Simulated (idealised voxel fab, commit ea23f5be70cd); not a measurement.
Herein follows the process module entitled voxel spacer lines.
Section cut is 300 nm wide and gridded with 5 nm square cells.
How to read a cross-section here: the picture is a grid of square cells, written as bands going from the top down, and any band can span one or more rows of cells.
It is stipulated that each band's entry specify, in nanometres, the height of the top of the band and then that of its bottom, followed by the materials of the band in left-to-right sequence, each together with its width in nanometres. A single material marked by the word "everywhere" is understood to fill the band from edge to edge; the word "blank" is understood to denote empty space.
Basically, 0 is our baseline, since under it the wafer straight out of the box is all one material. The bottom band has no lower end and keeps on going down, so it looks like "0..down".
With a width like "30..40", each row of cells in the band differs from the next by the same amount, the top row carrying the first number and the bottom row the second.
"nothing was modified", as given for a step, is the statement that not any cell of the cross-section underwent a change during that step.
For the entry "Unvented cavities", the listed items are empty spaces with no open way to the top whose size is 8 cells or more; each item follows the pattern width x height at distance, where distance is from the left edge and all three are in nm.
It should be noted that, on the line of a given step, the content following the step's settings is a remark produced by the simulator itself with respect to that step.
overlay nm: how far to the right of its planned place the mask lay on this masked step (negative: to the left).
In what follows, pairs of cross-sections are presented, each taken before and after one process step, with the after cross-section shown only down to the lowest band that was altered; the step, together with its settings, is stated below the pair. The pairs may stem from different runs of this module on the same starting wafer; accordingly, a pair should be taken as continuing from the one above it solely where its entry headed "Status before step" indicates as much.
-- Status before step
	0..down | Si everywhere
	Unvented cavities: none
-- Step Outcome
	5..0 | Al2O3 everywhere
	Note: structure below 0 unchanged.
	Unvented cavities: none
Step, before to after (see cross-sections above): CONFORMAL_DEP, material Al2O3, thk nm 5
Status before step: unchanged from the after cross-section in the pair immediately above; refer to that figure.
-- Step Outcome
	20..5 | TiN everywhere
	Note: structure below 5 unchanged.
	Unvented cavities: none
Step, before to after (see cross-sections above): DIRECTIONAL_DEP, material TiN, thk nm 15
Status before step: unchanged from the after cross-section in the pair immediately above; refer to that figure.
-- Step Outcome
	45..20 | aC everywhere
	Note: structure below 20 unchanged.
	Unvented cavities: none
Step, before to after (see cross-sections above): DIRECTIONAL_DEP, material aC, thk nm 25
Status before step: unchanged from the after cross-section in the pair immediately above; refer to that figure.
-- Step Outcome
	75..45 | blank 110; resist 15; blank 45; resist 15; blank 115
	Note: structure below 45 unchanged.
	Unvented cavities: none
Step, before to after (see cross-sections above): PATTERN, tone cover, mask id MANDREL, material resist, width nm 15, pitch nm 60, thk nm 30, overlay nm 0
Status before step: unchanged from the after cross-section in the pair immediately above; refer to that figure.
-- Step Outcome
	50..45 | blank 110; resist 15; blank 45; resist 15; blank 115
	45..20 | blank 110; aC 15; blank 45; aC 15; blank 115
	Note: structure below 20 unchanged.
	Unvented cavities: none
Step, before to after (see cross-sections above): DIRECTIONAL_ETCH, etch materials aC, depth nm 25
Status before step: unchanged from the after cross-section in the pair immediately above; refer to that figure.
-- Step Outcome
	45..20 | blank 110; aC 15; blank 45; aC 15; blank 115
	Note: structure below 20 unchanged.
	Unvented cavities: none
Step, before to after (see cross-sections above): STRIP, etch materials resist
Status before step: unchanged from the after cross-section in the pair immediately above; refer to that figure.
-- Step Outcome
	60..45 | blank 95; SiO2 45; blank 15; SiO2 45; blank 100
	45..35 | blank 95; SiO2 15; aC 15; SiO2 15; blank 15; SiO2 15; aC 15; SiO2 15; blank 100
	35..20 | SiO2 110; aC 15; SiO2 45; aC 15; SiO2 115
	Note: structure below 20 unchanged.
	Unvented cavities: none
Step, before to after (see cross-sections above): CONFORMAL_DEP, material SiO2, thk nm 15
Status before step: unchanged from the after cross-section in the pair immediately above; refer to that figure.
-- Step Outcome
	45..20 | blank 95; SiO2 15; aC 15; SiO2 15; blank 15; SiO2 15; aC 15; SiO2 15; blank 100
	Note: structure below 20 unchanged.
	Unvented cavities: none
Step, before to after (see cross-sections above): DIRECTIONAL_ETCH, etch materials SiO2, depth nm 15
Status before step: unchanged from the after cross-section in the pair immediately above; refer to that figure.
-- Step Outcome
	45..20 | blank 95; SiO2 15; blank 15; SiO2 15; blank 15; SiO2 15; blank 15; SiO2 15; blank 100
	Note: structure below 20 unchanged.
	Unvented cavities: none
Step, before to after (see cross-sections above): STRIP, etch materials aC
Status before step: unchanged from the after cross-section in the pair immediately above; refer to that figure.
-- Step Outcome
	45..20 | blank 95; SiO2 15; blank 15; SiO2 15; blank 15; SiO2 15; blank 15; SiO2 15; blank 100
	20..5 | blank 95; TiN 15; blank 15; TiN 15; blank 15; TiN 15; blank 15; TiN 15; blank 100
	Note: structure below 5 unchanged.
	Unvented cavities: none
Step, before to after (see cross-sections above): DIRECTIONAL_ETCH, etch materials TiN, depth nm 15
Status before step: unchanged from the after cross-section in the pair immediately above; refer to that figure.
-- Step Outcome
	20..5 | blank 95; TiN 15; blank 15; TiN 15; blank 15; TiN 15; blank 15; TiN 15; blank 100
	Note: structure below 5 unchanged.
	Unvented cavities: none
Step, before to after (see cross-sections above): STRIP, etch materials SiO2
-- Status before step
	0..down | Si everywhere
	Unvented cavities: none
-- Step Outcome
	15..0 | TiN everywhere
	Note: structure below 0 unchanged.
	Unvented cavities: none
Step, before to after (see cross-sections above): DIRECTIONAL_DEP, material TiN, thk nm 15
Status before step: unchanged from the after cross-section in the pair immediately above; refer to that figure.
-- Step Outcome
	40..15 | aC everywhere
	Note: structure below 15 unchanged.
	Unvented cavities: none
Step, before to after (see cross-sections above): DIRECTIONAL_DEP, material aC, thk nm 25
Status before step: unchanged from the after cross-section in the pair immediately above; refer to that figure.
-- Step Outcome
	70..40 | blank 110; resist 15; blank 45; resist 15; blank 115
	Note: structure below 40 unchanged.
	Unvented cavities: none
Step, before to after (see cross-sections above): PATTERN, tone cover, mask id MANDREL, material resist, width nm 15, pitch nm 60, thk nm 30, overlay nm 0
Status before step: unchanged from the after cross-section in the pair immediately above; refer to that figure.
-- Step Outcome
	45..40 | blank 110; resist 15; blank 45; resist 15; blank 115
	40..15 | blank 110; aC 15; blank 45; aC 15; blank 115
	Note: structure below 15 unchanged.
	Unvented cavities: none
Step, before to after (see cross-sections above): DIRECTIONAL_ETCH, etch materials aC, depth nm 25
Status before step: unchanged from the after cross-section in the pair immediately above; refer to that figure.
-- Step Outcome
	40..15 | blank 110; aC 15; blank 45; aC 15; blank 115
	Note: structure below 15 unchanged.
	Unvented cavities: none
Step, before to after (see cross-sections above): STRIP, etch materials resist
Status before step: unchanged from the after cross-section in the pair immediately above; refer to that figure.
-- Step Outcome
	55..40 | blank 95; SiO2 45; blank 15; SiO2 45; blank 100
	40..30 | blank 95; SiO2 15; aC 15; SiO2 15; blank 15; SiO2 15; aC 15; SiO2 15; blank 100
	30..15 | SiO2 110; aC 15; SiO2 45; aC 15; SiO2 115
	Note: structure below 15 unchanged.
	Unvented cavities: none
Step, before to after (see cross-sections above): CONFORMAL_DEP, material SiO2, thk nm 15
Status before step: unchanged from the after cross-section in the pair immediately above; refer to that figure.
-- Step Outcome
	40..15 | blank 95; SiO2 15; aC 15; SiO2 15; blank 15; SiO2 15; aC 15; SiO2 15; blank 100
	Note: structure below 15 unchanged.
	Unvented cavities: none
Step, before to after (see cross-sections above): DIRECTIONAL_ETCH, etch materials SiO2, depth nm 15
Status before step: unchanged from the after cross-section in the pair immediately above; refer to that figure.
-- Step Outcome
	40..15 | blank 95; SiO2 15; blank 15; SiO2 15; blank 15; SiO2 15; blank 15; SiO2 15; blank 100
	Note: structure below 15 unchanged.
	Unvented cavities: none
Step, before to after (see cross-sections above): STRIP, etch materials aC
Status before step: unchanged from the after cross-section in the pair immediately above; refer to that figure.
-- Step Outcome
	40..15 | blank 95; SiO2 15; blank 15; SiO2 15; blank 15; SiO2 15; blank 15; SiO2 15; blank 100
	15..0 | blank 95; TiN 15; blank 15; TiN 15; blank 15; TiN 15; blank 15; TiN 15; blank 100
	Note: structure below 0 unchanged.
	Unvented cavities: none
Step, before to after (see cross-sections above): DIRECTIONAL_ETCH, etch materials TiN, depth nm 15
Status before step: unchanged from the after cross-section in the pair immediately above; refer to that figure.
-- Step Outcome
	15..0 | blank 95; TiN 15; blank 15; TiN 15; blank 15; TiN 15; blank 15; TiN 15; blank 100
	Note: structure below 0 unchanged.
	Unvented cavities: none
Step, before to after (see cross-sections above): STRIP, etch materials SiO2
-- Status before step
	20..5 | TiN everywhere
	5..0 | Al2O3 everywhere
	0..down | Si everywhere
	Unvented cavities: none
-- Step Outcome
	35..5 | TiN everywhere
	Note: structure below 5 unchanged.
	Unvented cavities: none
Step, before to after (see cross-sections above): DIRECTIONAL_DEP, material TiN, thk nm 15
Status before step: unchanged from the after cross-section in the pair immediately above; refer to that figure.
-- Step Outcome
	60..35 | aC everywhere
	Note: structure below 35 unchanged.
	Unvented cavities: none
Step, before to after (see cross-sections above): DIRECTIONAL_DEP, material aC, thk nm 25
Status before step: unchanged from the after cross-section in the pair immediately above; refer to that figure.
-- Step Outcome
	90..60 | blank 110; resist 15; blank 45; resist 15; blank 115
	Note: structure below 60 unchanged.
	Unvented cavities: none
Step, before to after (see cross-sections above): PATTERN, tone cover, mask id MANDREL, material resist, width nm 15, pitch nm 60, thk nm 30, overlay nm 0
Status before step: unchanged from the after cross-section in the pair immediately above; refer to that figure.
-- Step Outcome
	65..60 | blank 110; resist 15; blank 45; resist 15; blank 115
	60..35 | blank 110; aC 15; blank 45; aC 15; blank 115
	Note: structure below 35 unchanged.
	Unvented cavities: none
Step, before to after (see cross-sections above): DIRECTIONAL_ETCH, etch materials aC, depth nm 25
Status before step: unchanged from the after cross-section in the pair immediately above; refer to that figure.
-- Step Outcome
	60..35 | blank 110; aC 15; blank 45; aC 15; blank 115
	Note: structure below 35 unchanged.
	Unvented cavities: none
Step, before to after (see cross-sections above): STRIP, etch materials resist
Status before step: unchanged from the after cross-section in the pair immediately above; refer to that figure.
-- Step Outcome
	75..60 | blank 95; SiO2 45; blank 15; SiO2 45; blank 100
	60..50 | blank 95; SiO2 15; aC 15; SiO2 15; blank 15; SiO2 15; aC 15; SiO2 15; blank 100
	50..35 | SiO2 110; aC 15; SiO2 45; aC 15; SiO2 115
	Note: structure below 35 unchanged.
	Unvented cavities: none
Step, before to after (see cross-sections above): CONFORMAL_DEP, material SiO2, thk nm 15
Status before step: unchanged from the after cross-section in the pair immediately above; refer to that figure.
-- Step Outcome
	60..35 | blank 95; SiO2 15; aC 15; SiO2 15; blank 15; SiO2 15; aC 15; SiO2 15; blank 100
	Note: structure below 35 unchanged.
	Unvented cavities: none
Step, before to after (see cross-sections above): DIRECTIONAL_ETCH, etch materials SiO2, depth nm 15
Status before step: unchanged from the after cross-section in the pair immediately above; refer to that figure.
-- Step Outcome
	60..35 | blank 95; SiO2 15; blank 15; SiO2 15; blank 15; SiO2 15; blank 15; SiO2 15; blank 100
	Note: structure below 35 unchanged.
	Unvented cavities: none
Step, before to after (see cross-sections above): STRIP, etch materials aC
Status before step: unchanged from the after cross-section in the pair immediately above; refer to that figure.
-- Step Outcome
	60..35 | blank 95; SiO2 15; blank 15; SiO2 15; blank 15; SiO2 15; blank 15; SiO2 15; blank 100
	35..20 | blank 95; TiN 15; blank 15; TiN 15; blank 15; TiN 15; blank 15; TiN 15; blank 100
	Note: structure below 20 unchanged.
	Unvented cavities: none
Step, before to after (see cross-sections above): DIRECTIONAL_ETCH, etch materials TiN, depth nm 15
Status before step: unchanged from the after cross-section in the pair immediately above; refer to that figure.
-- Step Outcome
	35..20 | blank 95; TiN 15; blank 15; TiN 15; blank 15; TiN 15; blank 15; TiN 15; blank 100
	Note: structure below 20 unchanged.
	Unvented cavities: none
Step, before to after (see cross-sections above): STRIP, etch materials SiO2
-- Status before step
	45..20 | blank 95; SiO2 15; aC 15; SiO2 15; blank 15; SiO2 15; aC 15; SiO2 15; blank 100
	20..5 | TiN everywhere
	5..0 | Al2O3 everywhere
	0..down | Si everywhere
	Unvented cavities: none
-- Step Outcome
	45..20 | blank 95; SiO2 15; aC 15; SiO2 15; blank 15; SiO2 15; aC 15; SiO2 15; blank 100
	20..5 | blank 95; TiN 45; blank 15; TiN 45; blank 100
	Note: structure below 5 unchanged.
	Unvented cavities: none
Step, before to after (see cross-sections above): DIRECTIONAL_ETCH, etch materials TiN, depth nm 15
Status before step: unchanged from the after cross-section in the pair immediately above; refer to that figure.
-- Step Outcome
	45..20 | blank 95; SiO2 15; blank 15; SiO2 15; blank 15; SiO2 15; blank 15; SiO2 15; blank 100
	Note: structure below 20 unchanged.
	Unvented cavities: none
Step, before to after (see cross-sections above): STRIP, etch materials aC
Status before step: unchanged from the after cross-section in the pair immediately above; refer to that figure.
-- Step Outcome
	20..5 | blank 95; TiN 45; blank 15; TiN 45; blank 100
	Note: structure below 5 unchanged.
	Unvented cavities: none
Step, before to after (see cross-sections above): STRIP, etch materials SiO2
-- Status before step
	5..0 | Al2O3 everywhere
	0..down | Si everywhere
	Unvented cavities: none
-- Step Outcome
	10..5 | TiN everywhere
	Note: structure below 5 unchanged.
	Unvented cavities: none
Step, before to after (see cross-sections above): DIRECTIONAL_DEP, material TiN, thk nm 5
Status before step: unchanged from the after cross-section in the pair immediately above; refer to that figure.
-- Step Outcome
	35..10 | aC everywhere
	Note: structure below 10 unchanged.
	Unvented cavities: none
Step, before to after (see cross-sections above): DIRECTIONAL_DEP, material aC, thk nm 25
Status before step: unchanged from the after cross-section in the pair immediately above; refer to that figure.
-- Step Outcome
	65..35 | blank 110; resist 15; blank 45; resist 15; blank 115
	Note: structure below 35 unchanged.
	Unvented cavities: none
Step, before to after (see cross-sections above): PATTERN, tone cover, mask id MANDREL, material resist, width nm 15, pitch nm 60, thk nm 30, overlay nm 0
Status before step: unchanged from the after cross-section in the pair immediately above; refer to that figure.
-- Step Outcome
	40..35 | blank 110; resist 15; blank 45; resist 15; blank 115
	35..10 | blank 110; aC 15; blank 45; aC 15; blank 115
	Note: structure below 10 unchanged.
	Unvented cavities: none
Step, before to after (see cross-sections above): DIRECTIONAL_ETCH, etch materials aC, depth nm 25
Status before step: unchanged from the after cross-section in the pair immediately above; refer to that figure.
-- Step Outcome
	35..10 | blank 110; aC 15; blank 45; aC 15; blank 115
	Note: structure below 10 unchanged.
	Unvented cavities: none
Step, before to after (see cross-sections above): STRIP, etch materials resist
Status before step: unchanged from the after cross-section in the pair immediately above; refer to that figure.
-- Step Outcome
	50..35 | blank 95; SiO2 45; blank 15; SiO2 45; blank 100
	35..25 | blank 95; SiO2 15; aC 15; SiO2 15; blank 15; SiO2 15; aC 15; SiO2 15; blank 100
	25..10 | SiO2 110; aC 15; SiO2 45; aC 15; SiO2 115
	Note: structure below 10 unchanged.
	Unvented cavities: none
Step, before to after (see cross-sections above): CONFORMAL_DEP, material SiO2, thk nm 15
Status before step: unchanged from the after cross-section in the pair immediately above; refer to that figure.
-- Step Outcome
	35..10 | blank 95; SiO2 15; aC 15; SiO2 15; blank 15; SiO2 15; aC 15; SiO2 15; blank 100
	Note: structure below 10 unchanged.
	Unvented cavities: none
Step, before to after (see cross-sections above): DIRECTIONAL_ETCH, etch materials SiO2, depth nm 15
Status before step: unchanged from the after cross-section in the pair immediately above; refer to that figure.
-- Step Outcome
	35..10 | blank 95; SiO2 15; blank 15; SiO2 15; blank 15; SiO2 15; blank 15; SiO2 15; blank 100
	Note: structure below 10 unchanged.
	Unvented cavities: none
Step, before to after (see cross-sections above): STRIP, etch materials aC
Status before step: unchanged from the after cross-section in the pair immediately above; refer to that figure.
-- Step Outcome
	35..10 | blank 95; SiO2 15; blank 15; SiO2 15; blank 15; SiO2 15; blank 15; SiO2 15; blank 100
	10..5 | blank 95; TiN 15; blank 15; TiN 15; blank 15; TiN 15; blank 15; TiN 15; blank 100
	Note: structure below 5 unchanged.
	Unvented cavities: none
Step, before to after (see cross-sections above): DIRECTIONAL_ETCH, etch materials TiN, depth nm 15
Status before step: unchanged from the after cross-section in the pair immediately above; refer to that figure.
-- Step Outcome
	10..5 | blank 95; TiN 15; blank 15; TiN 15; blank 15; TiN 15; blank 15; TiN 15; blank 100
	Note: structure below 5 unchanged.
	Unvented cavities: none
Step, before to after (see cross-sections above): STRIP, etch materials SiO2
-- Status before step
	45..20 | aC everywhere
	20..5 | TiN everywhere
	5..0 | Al2O3 everywhere
	0..down | Si everywhere
	Unvented cavities: none
-- Step Outcome
	75..45 | blank 105; resist 25; blank 35; resist 25; blank 110
	Note: structure below 45 unchanged.
	Unvented cavities: none
Step, before to after (see cross-sections above): PATTERN, tone cover, mask id MANDREL, material resist, width nm 25, pitch nm 60, thk nm 30, overlay nm 0
Status before step: unchanged from the after cross-section in the pair immediately above; refer to that figure.
-- Step Outcome
	50..45 | blank 105; resist 25; blank 35; resist 25; blank 110
	45..20 | blank 105; aC 25; blank 35; aC 25; blank 110
	Note: structure below 20 unchanged.
	Unvented cavities: none
Step, before to after (see cross-sections above): DIRECTIONAL_ETCH, etch materials aC, depth nm 25
Status before step: unchanged from the after cross-section in the pair immediately above; refer to that figure.
-- Step Outcome
	45..20 | blank 105; aC 25; blank 35; aC 25; blank 110
	Note: structure below 20 unchanged.
	Unvented cavities: none
Step, before to after (see cross-sections above): STRIP, etch materials resist
Status before step: unchanged from the after cross-section in the pair immediately above; refer to that figure.
-- Step Outcome
	60..45 | blank 90; SiO2 55; blank 5; SiO2 55; blank 95
	45..35 | blank 90; SiO2 15; aC 25; SiO2 15; blank 5; SiO2 15; aC 25; SiO2 15; blank 95
	35..20 | SiO2 105; aC 25; SiO2 35; aC 25; SiO2 110
	Note: structure below 20 unchanged.
	Unvented cavities: none
Step, before to after (see cross-sections above): CONFORMAL_DEP, material SiO2, thk nm 15
Status before step: unchanged from the after cross-section in the pair immediately above; refer to that figure.
-- Step Outcome
	45..20 | blank 90; SiO2 15; aC 25; SiO2 15; blank 5; SiO2 15; aC 25; SiO2 15; blank 95
	Note: structure below 20 unchanged.
	Unvented cavities: none
Step, before to after (see cross-sections above): DIRECTIONAL_ETCH, etch materials SiO2, depth nm 15
Status before step: unchanged from the after cross-section in the pair immediately above; refer to that figure.
-- Step Outcome
	45..20 | blank 90; SiO2 15; blank 25; SiO2 15; blank 5; SiO2 15; blank 25; SiO2 15; blank 95
	Note: structure below 20 unchanged.
	Unvented cavities: none
Step, before to after (see cross-sections above): STRIP, etch materials aC
Status before step: unchanged from the after cross-section in the pair immediately above; refer to that figure.
-- Step Outcome
	45..20 | blank 90; SiO2 15; blank 25; SiO2 15; blank 5; SiO2 15; blank 25; SiO2 15; blank 95
	20..5 | blank 90; TiN 15; blank 25; TiN 15; blank 5; TiN 15; blank 25; TiN 15; blank 95
	Note: structure below 5 unchanged.
	Unvented cavities: none
Step, before to after (see cross-sections above): DIRECTIONAL_ETCH, etch materials TiN, depth nm 15
Status before step: unchanged from the after cross-section in the pair immediately above; refer to that figure.
-- Step Outcome
	20..5 | blank 90; TiN 15; blank 25; TiN 15; blank 5; TiN 15; blank 25; TiN 15; blank 95
	Note: structure below 5 unchanged.
	Unvented cavities: none
Step, before to after (see cross-sections above): STRIP, etch materials SiO2
-- Status before step
	45..20 | aC everywhere
	20..5 | TiN everywhere
	5..0 | Al2O3 everywhere
	0..down | Si everywhere
	Unvented cavities: none
-- Step Outcome
	75..45 | blank 115; resist 15; blank 45; resist 15; blank 110
	Note: structure below 45 unchanged.
	Unvented cavities: none
Step, before to after (see cross-sections above): PATTERN, tone cover, mask id MANDREL, material resist, width nm 15, pitch nm 60, thk nm 30, overlay nm 5
Status before step: unchanged from the after cross-section in the pair immediately above; refer to that figure.
-- Step Outcome
	50..45 | blank 115; resist 15; blank 45; resist 15; blank 110
	45..20 | blank 115; aC 15; blank 45; aC 15; blank 110
	Note: structure below 20 unchanged.
	Unvented cavities: none
Step, before to after (see cross-sections above): DIRECTIONAL_ETCH, etch materials aC, depth nm 25
Status before step: unchanged from the after cross-section in the pair immediately above; refer to that figure.
-- Step Outcome
	45..20 | blank 115; aC 15; blank 45; aC 15; blank 110
	Note: structure below 20 unchanged.
	Unvented cavities: none
Step, before to after (see cross-sections above): STRIP, etch materials resist
Status before step: unchanged from the after cross-section in the pair immediately above; refer to that figure.
-- Step Outcome
	60..45 | blank 100; SiO2 45; blank 15; SiO2 45; blank 95
	45..35 | blank 100; SiO2 15; aC 15; SiO2 15; blank 15; SiO2 15; aC 15; SiO2 15; blank 95
	35..20 | SiO2 115; aC 15; SiO2 45; aC 15; SiO2 110
	Note: structure below 20 unchanged.
	Unvented cavities: none
Step, before to after (see cross-sections above): CONFORMAL_DEP, material SiO2, thk nm 15
Status before step: unchanged from the after cross-section in the pair immediately above; refer to that figure.
-- Step Outcome
	45..20 | blank 100; SiO2 15; aC 15; SiO2 15; blank 15; SiO2 15; aC 15; SiO2 15; blank 95
	Note: structure below 20 unchanged.
	Unvented cavities: none
Step, before to after (see cross-sections above): DIRECTIONAL_ETCH, etch materials SiO2, depth nm 15
Status before step: unchanged from the after cross-section in the pair immediately above; refer to that figure.
-- Step Outcome
	45..20 | blank 100; SiO2 15; blank 15; SiO2 15; blank 15; SiO2 15; blank 15; SiO2 15; blank 95
	Note: structure below 20 unchanged.
	Unvented cavities: none
Step, before to after (see cross-sections above): STRIP, etch materials aC
Status before step: unchanged from the after cross-section in the pair immediately above; refer to that figure.
-- Step Outcome
	45..20 | blank 100; SiO2 15; blank 15; SiO2 15; blank 15; SiO2 15; blank 15; SiO2 15; blank 95
	20..5 | blank 100; TiN 15; blank 15; TiN 15; blank 15; TiN 15; blank 15; TiN 15; blank 95
	Note: structure below 5 unchanged.
	Unvented cavities: none
Step, before to after (see cross-sections above): DIRECTIONAL_ETCH, etch materials TiN, depth nm 15
Status before step: unchanged from the after cross-section in the pair immediately above; refer to that figure.
-- Step Outcome
	20..5 | blank 100; TiN 15; blank 15; TiN 15; blank 15; TiN 15; blank 15; TiN 15; blank 95
	Note: structure below 5 unchanged.
	Unvented cavities: none
Step, before to after (see cross-sections above): STRIP, etch materials SiO2
-- Status before step
	45..20 | blank 110; aC 15; blank 45; aC 15; blank 115
	20..5 | TiN everywhere
	5..0 | Al2O3 everywhere
	0..down | Si everywhere
	Unvented cavities: none
-- Step Outcome
	60..45 | blank 95; TiN 45; blank 15; TiN 45; blank 100
	45..35 | blank 95; TiN 15; aC 15; TiN 15; blank 15; TiN 15; aC 15; TiN 15; blank 100
	35..20 | TiN 110; aC 15; TiN 45; aC 15; TiN 115
	Note: structure below 20 unchanged.
	Unvented cavities: none
Step, before to after (see cross-sections above): CONFORMAL_DEP, material TiN, thk nm 15
Status before step: unchanged from the after cross-section in the pair immediately above; refer to that figure.
-- Step Outcome
	45..20 | blank 95; TiN 15; aC 15; TiN 15; blank 15; TiN 15; aC 15; TiN 15; blank 100
	Note: structure below 20 unchanged.
	Unvented cavities: none
Step, before to after (see cross-sections above): DIRECTIONAL_ETCH, etch materials TiN, depth nm 15
-- Status before step
	45..20 | aC everywhere
	20..5 | TiN everywhere
	5..0 | Al2O3 everywhere
	0..down | Si everywhere
	Unvented cavities: none
-- Step Outcome
	75..45 | resist 110; blank 15; resist 45; blank 15; resist 115
	Note: structure below 45 unchanged.
	Unvented cavities: none
Step, before to after (see cross-sections above): PATTERN, tone open, mask id MANDREL, material resist, width nm 15, pitch nm 60, thk nm 30, overlay nm 0
Status before step: unchanged from the after cross-section in the pair immediately above; refer to that figure.
-- Step Outcome
	50..45 | resist 110; blank 15; resist 45; blank 15; resist 115
	45..20 | aC 110; blank 15; aC 45; blank 15; aC 115
	Note: structure below 20 unchanged.
	Unvented cavities: none
Step, before to after (see cross-sections above): DIRECTIONAL_ETCH, etch materials aC, depth nm 25
Status before step: unchanged from the after cross-section in the pair immediately above; refer to that figure.
-- Step Outcome
	45..20 | aC 110; blank 15; aC 45; blank 15; aC 115
	Note: structure below 20 unchanged.
	Unvented cavities: none
Step, before to after (see cross-sections above): STRIP, etch materials resist
Status before step: unchanged from the after cross-section in the pair immediately above; refer to that figure.
-- Step Outcome
	60..45 | SiO2 everywhere
	45..20 | aC 110; SiO2 15; aC 45; SiO2 15; aC 115
	Note: structure below 20 unchanged.
	Unvented cavities: none
Step, before to after (see cross-sections above): CONFORMAL_DEP, material SiO2, thk nm 15
Status before step: unchanged from the after cross-section in the pair immediately above; refer to that figure.
-- Step Outcome
	45..20 | aC 110; SiO2 15; aC 45; SiO2 15; aC 115
	Note: structure below 20 unchanged.
	Unvented cavities: none
Step, before to after (see cross-sections above): DIRECTIONAL_ETCH, etch materials SiO2, depth nm 15
Status before step: unchanged from the after cross-section in the pair immediately above; refer to that figure.
-- Step Outcome
	45..20 | blank 110; SiO2 15; blank 45; SiO2 15; blank 115
	Note: structure below 20 unchanged.
	Unvented cavities: none
Step, before to after (see cross-sections above): STRIP, etch materials aC
Status before step: unchanged from the after cross-section in the pair immediately above; refer to that figure.
-- Step Outcome
	45..20 | blank 110; SiO2 15; blank 45; SiO2 15; blank 115
	20..5 | blank 110; TiN 15; blank 45; TiN 15; blank 115
	Note: structure below 5 unchanged.
	Unvented cavities: none
Step, before to after (see cross-sections above): DIRECTIONAL_ETCH, etch materials TiN, depth nm 15
Status before step: unchanged from the after cross-section in the pair immediately above; refer to that figure.
-- Step Outcome
	20..5 | blank 110; TiN 15; blank 45; TiN 15; blank 115
	Note: structure below 5 unchanged.
	Unvented cavities: none
Step, before to after (see cross-sections above): STRIP, etch materials SiO2
